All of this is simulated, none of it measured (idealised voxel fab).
process module | voxel transistor to metal
cross-section cut | 265 nm wide | cells 5 nm
A cross-section is a grid of square cells, given in bands from the top down. A band is one or more rows of cells.
Each band's line starts with the height of the band's top and of its bottom, in nm. Then come its materials from left to right, each with its width in nm. One material with "throughout" fills the band from edge to edge. "air" is empty space.
Height 0 is the level under which the wafer as received is all one material. The lowest band goes on downwards, as in "0 down".
A width such as "30 to 40" changes by the same amount from each row of cells to the next, from the band's top row to its bottom row.
"no change" after a step means that no cell of the cross-section changed.
closed voids: empty space of 8 cells or more with no open way to the top, each as width x height at its distance from the left edge, in nm
after a step's settings: what the simulator itself notes on the step
overlay nm, on a step with a mask: how far to the right of its planned place the mask lay; to the left if negative
plan
1 op RECEIVE | material Si
2 op OXIDIZE | depth nm 5
3 op CONFORMAL_DEP | material SiN | thk nm 15
4 op PATTERN | tone cover | mask id ACTIVE | material resist | width nm 105 | pitch nm 130 | thk nm 20 | overlay nm 0
5 op DIRECTIONAL_ETCH | etch materials SiN | depth nm 15
6 op DIRECTIONAL_ETCH | etch materials SiO2 | depth nm 5
7 op DIRECTIONAL_ETCH | etch materials Si | depth nm 25
8 op STRIP | etch materials resist
9 op OXIDIZE | depth nm 5
10 op FILL_DEP | material SiO2 | thk nm 15
11 op CMP | height nm 15
12 op SELECTIVE_ETCH | etch materials SiO2 | depth nm 10
13 op STRIP | etch materials SiN
14 op SELECTIVE_ETCH | etch materials SiO2 | depth nm 5
15 op OXIDIZE | depth nm 5
16 op DIRECTIONAL_DEP | material polySi | thk nm 25
17 op DIRECTIONAL_DEP | material SiCN | thk nm 10
18 op MASKED_ETCH | tone cover | mask id GATE | width nm 25 | pitch nm 130 | etch materials SiCN | depth nm 20 | overlay nm 0
19 op MASKED_ETCH | tone cover | mask id GATE | width nm 15 | pitch nm 130 | etch materials polySi | depth nm 35 | overlay nm 0
20 op CONFORMAL_DEP | material SiN | thk nm 5
21 op DIRECTIONAL_ETCH | etch materials SiN | depth nm 5
22 op DIRECTIONAL_ETCH | etch materials SiO2 | depth nm 5
23 op EPI | material nSi | thk nm 5
24 op FILL_DEP | material SiO2 | thk nm 5
25 op CMP | height nm 30
26 op DIRECTIONAL_DEP | material SiO2 | thk nm 10
27 op MASKED_ETCH | tone open | mask id CONTACT | width nm 15 | etch materials SiO2 | depth nm 45 | overlay nm 0
28 op CONFORMAL_DEP | material TiN | thk nm 5
29 op FILL_DEP | material Ru | thk nm 10
30 op CMP | height nm 40
31 op CONFORMAL_DEP | material SiN | thk nm 5
32 op DIRECTIONAL_DEP | material SiO2 | thk nm 25
33 op MASKED_ETCH | tone open | mask id METAL_1 | width nm 15 | etch materials SiO2 | depth nm 25 | overlay nm 0
34 op MASKED_ETCH | tone open | mask id METAL_1 | width nm 15 | etch materials SiN | depth nm 5 | overlay nm 0
35 op CONFORMAL_DEP | material TiN | thk nm 5
36 op FILL_DEP | material Ru | thk nm 10
37 op CMP | height nm 70
38 op EPI | material Ru | thk nm 5
39 op FILL_DEP | material SiCN | thk nm 5
varied across the wafers: width nm of step 19. The plan shows the first wafer's value. All wafers start alike
first wafer as received, after step 1
  0 down: Si throughout
  closed voids: none
each wafer at the end: cells of each material gained (+) or lost (-) since it was received, then its closed voids
width nm 15 | +72 Ru | -181 Si | +106 SiCN | +73 SiN | +572 SiO2 | +128 TiN | +28 nSi | +50 polySi | closed voids: none
width nm 20 | +72 Ru | -181 Si | +106 SiCN | +73 SiN | +572 SiO2 | +128 TiN | +28 nSi | +50 polySi | closed voids: none
width nm 25 | +72 Ru | -181 Si | +106 SiCN | +73 SiN | +572 SiO2 | +128 TiN | +28 nSi | +50 polySi | closed voids: none
width nm 30 | +72 Ru | -181 Si | +106 SiCN | +73 SiN | +564 SiO2 | +128 TiN | +26 nSi | +60 polySi | closed voids: none
width nm 35 | +72 Ru | -181 Si | +106 SiCN | +73 SiN | +556 SiO2 | +128 TiN | +24 nSi | +70 polySi | closed voids: none
